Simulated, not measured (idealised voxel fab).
process module | voxel self aligned contacts
cross-section cut | 215 nm wide | cells 5 nm
A cross-section is a grid of square cells, given in bands from the top down. A band is one or more rows of cells.
Each band's line starts with the height of the band's top and of its bottom, in nm. Then come its materials from left to right, each with its width in nm. One material with "throughout" fills the band from edge to edge. "air" is empty space.
Height 0 is the level under which the wafer as received is all one material. The lowest band goes on downwards, as in "0 down".
A width such as "30 to 40" changes by the same amount from each row of cells to the next, from the band's top row to its bottom row.
"no change" after a step means that no cell of the cross-section changed.
closed voids: empty space of 8 cells or more with no open way to the top, each as width x height at its distance from the left edge, in nm
after a step's settings: what the simulator itself notes on the step
overlay nm, on a step with a mask: how far to the right of its planned place the mask lay; to the left if negative
plan
1 op RECEIVE | material Si
2 op OXIDIZE | depth nm 5
3 op DIRECTIONAL_DEP | material polySi | thk nm 20
4 op DIRECTIONAL_DEP | material SiN | thk nm 15
5 op DIRECTIONAL_DEP | material aC | thk nm 15
6 op PATTERN | tone cover | mask id GATE | material resist | width nm 20 | pitch nm 65 | thk nm 30 | overlay nm 0
7 op DIRECTIONAL_ETCH | etch materials aC | depth nm 15
8 op STRIP | etch materials resist
9 op DIRECTIONAL_ETCH | etch materials SiN | depth nm 15
10 op DIRECTIONAL_ETCH | etch materials polySi | depth nm 20
11 op STRIP | etch materials aC
12 op CONFORMAL_DEP | material SiN | thk nm 5
13 op DIRECTIONAL_ETCH | etch materials SiN | depth nm 5
14 op FILL_DEP | material SiO2 | thk nm 15
15 op CMP | height nm 45
16 op DIRECTIONAL_DEP | material aC | thk nm 10
17 op PATTERN | tone open | mask id CONTACT | material resist | width nm 45 | pitch nm 65 | thk nm 25 | overlay nm 0
18 op DIRECTIONAL_ETCH | etch materials aC | depth nm 10
19 op STRIP | etch materials resist
20 op DIRECTIONAL_ETCH | etch materials SiO2 | depth nm 50
21 op STRIP | etch materials aC
22 op CONFORMAL_DEP | material TiN | thk nm 5
23 op FILL_DEP | material W | thk nm 5
24 op CMP | height nm 45
25 op CONFORMAL_DEP | material SiN | thk nm 5
varied across the wafers: width nm of step 6. The plan shows the first wafer's value. All wafers start alike
first wafer as received, after step 1
  0 down: Si throughout
  closed voids: none
first wafer at the end, after step 25
  50 to 45: SiN throughout
  45 to 35: SiO2 50 | TiN 5 to 10 | W 35 to 25 | TiN 5 to 10 | SiO2 20 | TiN 5 to 10 | W 35 to 25 | TiN 5 to 10 | SiO2 55
  35 to 20: SiO2 25 | SiN 30 | TiN 5 | W 25 | TiN 5 | SiN 30 | TiN 5 | W 25 | TiN 5 | SiN 30 | SiO2 30
  20 to 0: SiO2 25 | SiN 5 | polySi 20 | SiN 5 | TiN 5 | W 25 | TiN 5 | SiN 5 | polySi 20 | SiN 5 | TiN 5 | W 25 | TiN 5 | SiN 5 | polySi 20 | SiN 5 | SiO2 30
  0 to -5: SiO2 55 | TiN 35 | SiO2 30 | TiN 35 | SiO2 60
  -5 down: Si throughout
  closed voids: none
last wafer at the end
  50 to 45: SiN throughout
  45 to 40: SiO2 50 | TiN 5 | W 35 | TiN 5 | SiO2 20 | TiN 5 | W 35 | TiN 5 | SiO2 55
  40 to 35: SiO2 50 | TiN 45 | SiO2 20 | TiN 45 | SiO2 55
  35 to 20: SiO2 15 | SiN 55 | TiN 10 | SiN 55 | TiN 10 | SiN 55 | SiO2 15
  20 to 0: SiO2 15 | SiN 5 | polySi 45 | SiN 5 | TiN 10 | SiN 5 | polySi 45 | SiN 5 | TiN 10 | SiN 5 | polySi 45 | SiN 5 | SiO2 15
  0 to -5: SiO2 70 | TiN 10 | SiO2 55 | TiN 10 | SiO2 70
  -5 down: Si throughout
  closed voids: none
each wafer at the end: cells of each material gained (+) or lost (-) since it was received, then its closed voids
width nm 20 | -43 Si | +121 SiN | +156 SiO2 | +54 TiN | +94 W | +48 polySi | closed voids: none
width nm 25 | -43 Si | +130 SiN | +151 SiO2 | +54 TiN | +78 W | +60 polySi | closed voids: none
width nm 30 | -43 Si | +139 SiN | +146 SiO2 | +54 TiN | +62 W | +72 polySi | closed voids: none
width nm 35 | -43 Si | +148 SiN | +141 SiO2 | +54 TiN | +46 W | +84 polySi | closed voids: none
width nm 40 | -43 Si | +157 SiN | +136 SiO2 | +54 TiN | +30 W | +96 polySi | closed voids: none
width nm 45 | -43 Si | +166 SiN | +131 SiO2 | +54 TiN | +14 W | +108 polySi | closed voids: none
